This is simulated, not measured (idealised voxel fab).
Herein follows the process module entitled voxel self aligned contacts.
Shown is cross-section cut, with a width of 220 nm and square cells of size 5 nm.
Cross-sections here: square-cell grids, written as top-down lists of bands, a band being one or more rows of cells. Band entry format. Leading values: height of top, height of bottom, nm. Remainder: materials in left-to-right order, each with its width in nm. Special words: "full width" on a single material, which then fills the band edge to edge; "air", empty space. For the purposes of this specification, 0 denotes the height below which the wafer in its as-received condition is composed wholly of one material, and the lowermost band, lacking a lower limit, extends downward without end, as expressed in "from 0 down". Per-row width for "30 to 40": begins at first number (top row of band), ends at second number (bottom row), increment between rows held constant. A step reported as "remains unaltered" is a step in which no cell of the cross-section changed. "Closed void register" means: voids of 8 cells or more that are shut off from the top with no open way through. Written width x height at distance, distance from the left edge, in nm. That trailing text on a step's line, after the settings, is the simulator's own remark on the step. overlay nm, on a step with a mask: how far to the right of its planned place the mask lay; to the left if negative.

Steps planned for the process
| 1 | RECEIVE,material Si |
| 2 | CONFORMAL_DEP,material SiO2,thk nm 5 |
| 3 | DIRECTIONAL_DEP,material polySi,thk nm 25 |
| 4 | DIRECTIONAL_DEP,material SiN,thk nm 25 |
| 5 | DIRECTIONAL_DEP,material aC,thk nm 15 |
| 6 | PATTERN,tone cover,mask id GATE,material resist,width nm 25,pitch nm 70,thk nm 30,overlay nm 0 |
| 7 | DIRECTIONAL_ETCH,etch materials aC,depth nm 15 |
| 8 | STRIP,etch materials resist |
| 9 | DIRECTIONAL_ETCH,etch materials SiN,depth nm 25 |
| 10 | DIRECTIONAL_ETCH,etch materials polySi,depth nm 25 |
| 11 | STRIP,etch materials aC |
| 12 | CONFORMAL_DEP,material SiN,thk nm 10 |
| 13 | DIRECTIONAL_ETCH,etch materials SiN,depth nm 10 |
| 14 | FILL_DEP,material SiO2,thk nm 20 |
| 15 | CMP,height nm 65 |
| 16 | PATTERN,tone open,mask id CONTACT,material resist,width nm 55,thk nm 20,overlay nm 0 |
| 17 | DIRECTIONAL_ETCH,etch materials SiO2,depth nm 65 |
| 18 | STRIP,etch materials resist |
| 19 | CONFORMAL_DEP,material TiN,thk nm 5 |
| 20 | FILL_DEP,material W,thk nm 10 |
| 21 | CMP,height nm 65 |
| 22 | CONFORMAL_DEP,material SiN,thk nm 5 |

Wafer as received: cross-section following step 1
    from 0 down | Si full width
    Closed void register: none

End-of-module cross-section of the first of two wafers, processed as planned
    from 70 to 65 | SiN full width
    from 65 to 55 | 80 SiO2; 5 to 20 TiN; 45 to 15 W; 5 to 20 TiN; 85 SiO2
    from 55 to 30 | 50 SiO2; 45 SiN; 5 TiN; 15 W; 5 TiN; 45 SiN; 55 SiO2
    from 30 to 5 | 50 SiO2; 10 SiN; 25 polySi; 10 SiN; 5 TiN; 15 W; 5 TiN; 10 SiN; 25 polySi; 10 SiN; 55 SiO2
    from 5 to 0 | 95 SiO2; 25 TiN; 100 SiO2
    from 0 down | Si full width
    Closed void register: none

Here's the second of our two wafers sectioned at module end. Same start as the first, same plan, but one mistake got made running it
    from 70 to 65 | SiN full width
    from 65 to 55 | 80 SiO2; 5 to 25 TiN; 45 to 10 W; 5 to 20 TiN; 85 SiO2
    from 55 to 30 | 50 SiO2; 50 SiN; 5 TiN; 10 W; 5 TiN; 50 SiN; 50 SiO2
    from 30 to 5 | 50 SiO2; 10 SiN; 30 polySi; 10 SiN; 5 TiN; 10 W; 5 TiN; 10 SiN; 30 polySi; 10 SiN; 50 SiO2
    from 5 to 0 | 100 SiO2; 20 TiN; 100 SiO2
    from 0 down | Si full width
    Closed void register: none
Want to know what went wrong? step 6 was processed under conditions differing from the plan, specifically as PATTERN,tone cover,mask id GATE,material resist,width nm 30,pitch nm 70,thk nm 30,overlay nm 0
Final tally in cells, some materials are higher or lower on the second wafer than on the first: +10 SiN | -9 SiO2 | -11 W | +10 polySi
